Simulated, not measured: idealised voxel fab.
The document below concerns the process module designated voxel wiring stack.
280 nm wide, 5 nm square cells: that's cross-section cut.
Cross-section = grid of square cells, listed top down in bands; band = one or more rows. A band entry consists of two parts. The first gives the height of the band's top and the height of its bottom, in nm. The rest lists the band's materials from left to right, each with its width in nm. A single material labelled with the word "everywhere" fills the band from edge to edge, and the word "blank" marks empty space. Heights from 0 (as-received wafer is one material below). Bottom band endless downward, as "0 -> down". When a width is written as two numbers, as in "30..40", the first number is the width in the top row of cells of the band and the second is the width in its bottom row, and the width changes by the same amount from each row to the next. Any step labelled "no modification" changed none of the cells in the cross-section. Listed in "Closed cavity list": every empty space of 8 or more cells without an open way to the top. Form: width x height at distance, the distance being from the left edge, all in nm. It should be noted that, on the line of a given step, the content following the step's settings is a remark produced by the simulator itself with respect to that step. If you see "overlay nm" on a step's line and that step has a mask, it's telling you how far right of where it was planned the mask ended up; a negative number means it went left instead.

The process steps that were planned are listed below
1. RECEIVE,material Si
2. CONFORMAL_DEP,material SiO2,thk nm 10
3. CONFORMAL_DEP,material SiN,thk nm 5
4. DIRECTIONAL_DEP,material lowk,thk nm 15
5. PATTERN,tone open,mask id METAL_1,material resist,width nm 20,pitch nm 35,thk nm 15,overlay nm 0
6. DIRECTIONAL_ETCH,etch materials lowk,depth nm 15
7. DIRECTIONAL_ETCH,etch materials SiN,depth nm 5
8. STRIP,etch materials resist
9. CONFORMAL_DEP,material TiN,thk nm 5
10. FILL_DEP,material Ru,thk nm 5
11. CMP,height nm 30
12. CONFORMAL_DEP,material SiCN,thk nm 5
13. DIRECTIONAL_DEP,material lowk,thk nm 30
14. PATTERN,tone open,mask id METAL_2_HOLES,material resist,width nm 15,pitch nm 35,thk nm 20,overlay nm 0
15. DIRECTIONAL_ETCH,etch materials lowk,depth nm 30
16. STRIP,etch materials resist
17. DIRECTIONAL_DEP,material aC,thk nm 10
18. PATTERN,tone open,mask id METAL_2,material resist,width nm 20,pitch nm 35,thk nm 30,overlay nm 0
19. DIRECTIONAL_ETCH,etch materials aC,depth nm 10
20. STRIP,etch materials resist
21. DIRECTIONAL_ETCH,etch materials lowk,depth nm 20
22. DIRECTIONAL_ETCH,etch materials SiCN,depth nm 5
23. STRIP,etch materials aC
24. CONFORMAL_DEP,material TiN,thk nm 5
25. FILL_DEP,material Cu,thk nm 10
26. CMP,height nm 65
27. CONFORMAL_DEP,material SiCN,thk nm 5
28. DIRECTIONAL_DEP,material SiO2,thk nm 15
29. MASKED_ETCH,tone open,mask id PLUG_2,width nm 15,pitch nm 35,etch materials SiO2,depth nm 15,overlay nm 0
30. MASKED_ETCH,tone open,mask id PLUG_2,width nm 15,pitch nm 35,etch materials SiCN,depth nm 5,overlay nm 0
31. CONFORMAL_DEP,material TiN,thk nm 5
32. FILL_DEP,material W,thk nm 5
33. CMP,height nm 85
34. CONFORMAL_DEP,material SiN,thk nm 5
35. DIRECTIONAL_DEP,material SiO2,thk nm 15
36. MASKED_ETCH,tone open,mask id METAL_3,width nm 20,pitch nm 35,etch materials SiO2,depth nm 15,overlay nm 0
37. MASKED_ETCH,tone open,mask id METAL_3,width nm 20,pitch nm 35,etch materials SiN,depth nm 5,overlay nm 0
38. CONFORMAL_DEP,material TiN,thk nm 5
39. FILL_DEP,material Ru,thk nm 10
40. CMP,height nm 105
41. CONFORMAL_DEP,material SiCN,thk nm 5
42. DIRECTIONAL_DEP,material lowk,thk nm 30
43. MASKED_ETCH,tone open,mask id METAL_4,width nm 20,pitch nm 35,etch materials lowk,depth nm 15,overlay nm 0
44. MASKED_ETCH,tone open,mask id METAL_4_HOLES,width nm 15,pitch nm 70,etch materials lowk,depth nm 15,overlay nm 0
45. MASKED_ETCH,tone open,mask id METAL_4_HOLES,width nm 15,pitch nm 70,etch materials SiCN,depth nm 5,overlay nm 0
46. CONFORMAL_DEP,material TiN,thk nm 5
47. FILL_DEP,material Ru,thk nm 5
48. CMP,height nm 140
49. CONFORMAL_DEP,material SiN,thk nm 5

Cross-section of the wafer as it came to us, i.e., already through step 1
* 0 -> down = Si everywhere
* Closed cavity list: none

First of two wafers: cross-section at end of module, run per plan
* 145 -> 140 = SiN everywhere
* 140 -> 130 = 95 nm lowk, 5 nm TiN, 10 nm Ru, 5 nm TiN, 15 nm lowk, 5 nm TiN, 10 nm Ru, 5 nm TiN, 15 nm lowk, 5 nm TiN, 10 nm Ru, 5 nm TiN, 95 nm lowk
* 130 -> 125 = 95 nm lowk, 5 nm TiN, 5 nm Ru, 10 nm TiN, 15 nm lowk, 20 nm TiN, 15 nm lowk, 5 nm TiN, 5 nm Ru, 10 nm TiN, 95 nm lowk
* 125 -> 110 = 95 nm lowk, 5 nm TiN, 5 nm Ru, 5 nm TiN, 55 nm lowk, 5 nm TiN, 5 nm Ru, 5 nm TiN, 100 nm lowk
* 110 -> 105 = 95 nm SiCN, 15 nm TiN, 55 nm SiCN, 15 nm TiN, 100 nm SiCN
* 105 -> 90 = 95 nm SiO2, 5 nm TiN, 10 nm Ru, 5 nm TiN, 15 nm SiO2, 5 nm TiN, 10 nm Ru, 5 nm TiN, 15 nm SiO2, 5 nm TiN, 10 nm Ru, 5 nm TiN, 95 nm SiO2
* 90 -> 85 = 95 nm SiN, 20 nm TiN, 15 nm SiN, 20 nm TiN, 15 nm SiN, 20 nm TiN, 95 nm SiN
* 85 -> 70 = 95 nm SiO2, 5 nm TiN, 5 nm W, 5 nm TiN, 20 nm SiO2, 5 nm TiN, 5 nm W, 5 nm TiN, 20 nm SiO2, 5 nm TiN, 5 nm W, 5 nm TiN, 100 nm SiO2
* 70 -> 65 = 95 nm SiCN, 15 nm TiN, 20 nm SiCN, 15 nm TiN, 20 nm SiCN, 15 nm TiN, 100 nm SiCN
* 65 -> 50 = 95 nm lowk, 5 nm TiN, 10 nm Cu, 5 nm TiN, 15 nm lowk, 5 nm TiN, 10 nm Cu, 5 nm TiN, 15 nm lowk, 5 nm TiN, 10 nm Cu, 5 nm TiN, 95 nm lowk
* 50 -> 45 = 95 nm lowk, 5 nm TiN, 5 nm Cu, 10 nm TiN, 15 nm lowk, 5 nm TiN, 5 nm Cu, 10 nm TiN, 15 nm lowk, 5 nm TiN, 5 nm Cu, 10 nm TiN, 95 nm lowk
* 45 -> 35 = 95 nm lowk, 5 nm TiN, 5 nm Cu, 5 nm TiN, 20 nm lowk, 5 nm TiN, 5 nm Cu, 5 nm TiN, 20 nm lowk, 5 nm TiN, 5 nm Cu, 5 nm TiN, 100 nm lowk
* 35 -> 30 = 95 nm SiCN, 15 nm TiN, 20 nm SiCN, 15 nm TiN, 20 nm SiCN, 15 nm TiN, 100 nm SiCN
* 30 -> 15 = 95 nm lowk, 5 nm TiN, 10 nm Ru, 5 nm TiN, 15 nm lowk, 5 nm TiN, 10 nm Ru, 5 nm TiN, 15 nm lowk, 5 nm TiN, 10 nm Ru, 5 nm TiN, 95 nm lowk
* 15 -> 10 = 95 nm SiN, 20 nm TiN, 15 nm SiN, 20 nm TiN, 15 nm SiN, 20 nm TiN, 95 nm SiN
* 10 -> 0 = SiO2 everywhere
* 0 -> down = Si everywhere
* Closed cavity list: none

second wafer at the end: like start, like plan, one mistake
* 145 -> 140 = SiN everywhere
* 140 -> 130 = 95 nm lowk, 5 nm TiN, 10 nm Ru, 5 nm TiN, 15 nm lowk, 5 nm TiN, 10 nm Ru, 5 nm TiN, 15 nm lowk, 5 nm TiN, 10 nm Ru, 5 nm TiN, 95 nm lowk
* 130 -> 125 = 95 nm lowk, 5 nm TiN, 5 nm Ru, 10 nm TiN, 15 nm lowk, 20 nm TiN, 15 nm lowk, 5 nm TiN, 5 nm Ru, 10 nm TiN, 95 nm lowk
* 125 -> 110 = 95 nm lowk, 5 nm TiN, 5 nm Ru, 5 nm TiN, 55 nm lowk, 5 nm TiN, 5 nm Ru, 5 nm TiN, 100 nm lowk
* 110 -> 105 = 95 nm SiCN, 15 nm TiN, 55 nm SiCN, 15 nm TiN, 100 nm SiCN
* 105 -> 90 = 95 nm SiO2, 5 nm TiN, 10 nm Ru, 5 nm TiN, 15 nm SiO2, 5 nm TiN, 10 nm Ru, 5 nm TiN, 15 nm SiO2, 5 nm TiN, 10 nm Ru, 5 nm TiN, 95 nm SiO2
* 90 -> 85 = 95 nm SiN, 20 nm TiN, 15 nm SiN, 20 nm TiN, 15 nm SiN, 20 nm TiN, 95 nm SiN
* 85 -> 70 = 95 nm SiO2, 5 nm TiN, 5 nm W, 5 nm TiN, 20 nm SiO2, 5 nm TiN, 5 nm W, 5 nm TiN, 20 nm SiO2, 5 nm TiN, 5 nm W, 5 nm TiN, 100 nm SiO2
* 70 -> 65 = 95 nm SiCN, 15 nm TiN, 20 nm SiCN, 15 nm TiN, 20 nm SiCN, 15 nm TiN, 100 nm SiCN
* 65 -> 50 = 95 nm lowk, 5 nm TiN, 10 nm Cu, 5 nm TiN, 15 nm lowk, 5 nm TiN, 10 nm Cu, 5 nm TiN, 15 nm lowk, 5 nm TiN, 10 nm Cu, 5 nm TiN, 95 nm lowk
* 50 -> 45 = 95 nm lowk, 5 nm TiN, 5 nm Cu, 10 nm TiN, 15 nm lowk, 5 nm TiN, 5 nm Cu, 10 nm TiN, 15 nm lowk, 5 nm TiN, 5 nm Cu, 10 nm TiN, 95 nm lowk
* 45 -> 35 = 95 nm lowk, 5 nm TiN, 5 nm Cu, 5 nm TiN, 20 nm lowk, 5 nm TiN, 5 nm Cu, 5 nm TiN, 20 nm lowk, 5 nm TiN, 5 nm Cu, 5 nm TiN, 100 nm lowk
* 35 -> 30 = 95 nm SiCN, 15 nm TiN, 20 nm SiCN, 15 nm TiN, 20 nm SiCN, 15 nm TiN, 100 nm SiCN
* 30 -> 15 = 100 nm lowk, 5 nm TiN, 5 nm Ru, 5 nm TiN, 20 nm lowk, 5 nm TiN, 5 nm Ru, 5 nm TiN, 20 nm lowk, 5 nm TiN, 5 nm Ru, 5 nm TiN, 95 nm lowk
* 15 -> 10 = 100 nm SiN, 15 nm TiN, 20 nm SiN, 15 nm TiN, 20 nm SiN, 15 nm TiN, 95 nm SiN
* 10 -> 0 = SiO2 everywhere
* 0 -> down = Si everywhere
* Closed cavity list: none
In executing the process, a mistake was made relative to the plan: step 5 was not run as planned; what actually ran was PATTERN,tone open,mask id METAL_1,material resist,width nm 15,pitch nm 35,thk nm 15,overlay nm 0
Counted in cells at the end, the second wafer holds more or fewer of these materials than the first: -9 Ru | +3 SiN | -3 TiN | +9 lowk
